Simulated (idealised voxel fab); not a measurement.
Name of the process module below: voxel self aligned vias
Square cells of 5 nm make up the cross-section cut, whose width is 220 nm.
Each cross-section below is a grid of square cells, stated as bands in top-down order, with one or more rows of cells making up each band. Band: top and bottom heights (nm) first, top before bottom; then materials from left to right, widths in nm. "edge to edge" marks a sole material filling the band edge to edge. "blank" denotes empty space. Beneath 0, the wafer as received is one material, and that level is where height counting begins. The lowest band goes on downward without a bottom; it is written like "0..down". Quick explanation for "30 to 40": the width changes in equal steps down the rows of cells, from the first number in the band's top row to the second number in its bottom row. A step reported as "everything unchanged" is a step in which no cell of the cross-section changed. "Unvented internal voids": empty spaces of 8 cells or more with no open way to the top, each given as width x height at distance, distance from the left edge, all in nm. Past the settings on a step's line: simulator remark, on that step. "overlay nm", when on a step's line for a step with a mask, measures how far to the right of its planned place the mask lay; a negative measure means to the left.

-- Steps in the process plan
1,RECEIVE,material Si
2,CONFORMAL_DEP,material SiO2,thk nm 15
3,CONFORMAL_DEP,material SiCN,thk nm 5
4,DIRECTIONAL_DEP,material lowk,thk nm 20
5,DIRECTIONAL_DEP,material aC,thk nm 10
6,PATTERN,tone open,mask id LINES,material resist,width nm 20,pitch nm 50,thk nm 25,overlay nm 0
7,DIRECTIONAL_ETCH,etch materials aC,depth nm 10
8,STRIP,etch materials resist
9,DIRECTIONAL_ETCH,etch materials lowk,depth nm 20
10,STRIP,etch materials aC
11,CONFORMAL_DEP,material TiN,thk nm 5
12,FILL_DEP,material W,thk nm 10
13,CMP,height nm 40
14,SELECTIVE_ETCH,etch materials W Ru TiN,depth nm 10
15,FILL_DEP,material SiN,thk nm 5
16,CMP,height nm 40
17,DIRECTIONAL_DEP,material lowk,thk nm 15
18,PATTERN,tone open,mask id VIAS,material resist,width nm 30,pitch nm 50,thk nm 15,overlay nm 0
19,DIRECTIONAL_ETCH,etch materials lowk,depth nm 15
20,DIRECTIONAL_ETCH,etch materials SiN,depth nm 10
21,STRIP,etch materials resist
22,CONFORMAL_DEP,material TiN,thk nm 5
23,FILL_DEP,material W,thk nm 10
24,CMP,height nm 55
25,CONFORMAL_DEP,material SiCN,thk nm 5

-- Cross-section of the wafer at receipt, which is the condition after step 1
  0..down = Si edge to edge
  Unvented internal voids: none

-- Sectioned view, first of two wafers, at the close of the module, processed as intended in the plan
  60..55 = SiCN edge to edge
  55..45 = lowk 45; TiN 5; W 20; TiN 5; lowk 20; TiN 5; W 20; TiN 5; lowk 20; TiN 5; W 20; TiN 5; lowk 45
  45..35 = lowk 45 to 50; TiN 10 to 5; W 10; TiN 10 to 5; lowk 20 to 30; TiN 10 to 5; W 10; TiN 10 to 5; lowk 20 to 30; TiN 10 to 5; W 10; TiN 10 to 5; lowk 45 to 50
  35..30 = lowk 50; TiN 20; lowk 30; TiN 20; lowk 30; TiN 20; lowk 50
  30..25 = lowk 50; TiN 5; W 10; TiN 5; lowk 30; TiN 5; W 10; TiN 5; lowk 30; TiN 5; W 10; TiN 5; lowk 50
  25..20 = lowk 50; TiN 20; lowk 30; TiN 20; lowk 30; TiN 20; lowk 50
  20..15 = SiCN edge to edge
  15..0 = SiO2 edge to edge
  0..down = Si edge to edge
  Unvented internal voids: none

-- Second wafer of the two, sectioned at the end of the module. It began like the first and followed the same plan, but one mistake was made while running it
  60..55 = SiCN edge to edge
  55..35 = lowk 45; TiN 5; W 20; TiN 5; lowk 20; TiN 5; W 20; TiN 5; lowk 20; TiN 5; W 20; TiN 5; lowk 45
  35..30 = lowk 45; TiN 30; lowk 20; TiN 30; lowk 20; TiN 30; lowk 45
  30..25 = lowk 45; TiN 5; W 20; TiN 5; lowk 20; TiN 5; W 20; TiN 5; lowk 20; TiN 5; W 20; TiN 5; lowk 45
  25..20 = lowk 45; TiN 30; lowk 20; TiN 30; lowk 20; TiN 30; lowk 45
  20..15 = SiCN edge to edge
  15..0 = SiO2 edge to edge
  0..down = Si edge to edge
  Unvented internal voids: none
what went wrong: step 6 off recipe, ran as PATTERN,tone open,mask id LINES,material resist,width nm 30,pitch nm 50,thk nm 25,overlay nm 0
Once processing is complete, comparing cell counts shows that the second wafer has more or fewer of certain materials than the first: TiN +6, W +18, lowk -24
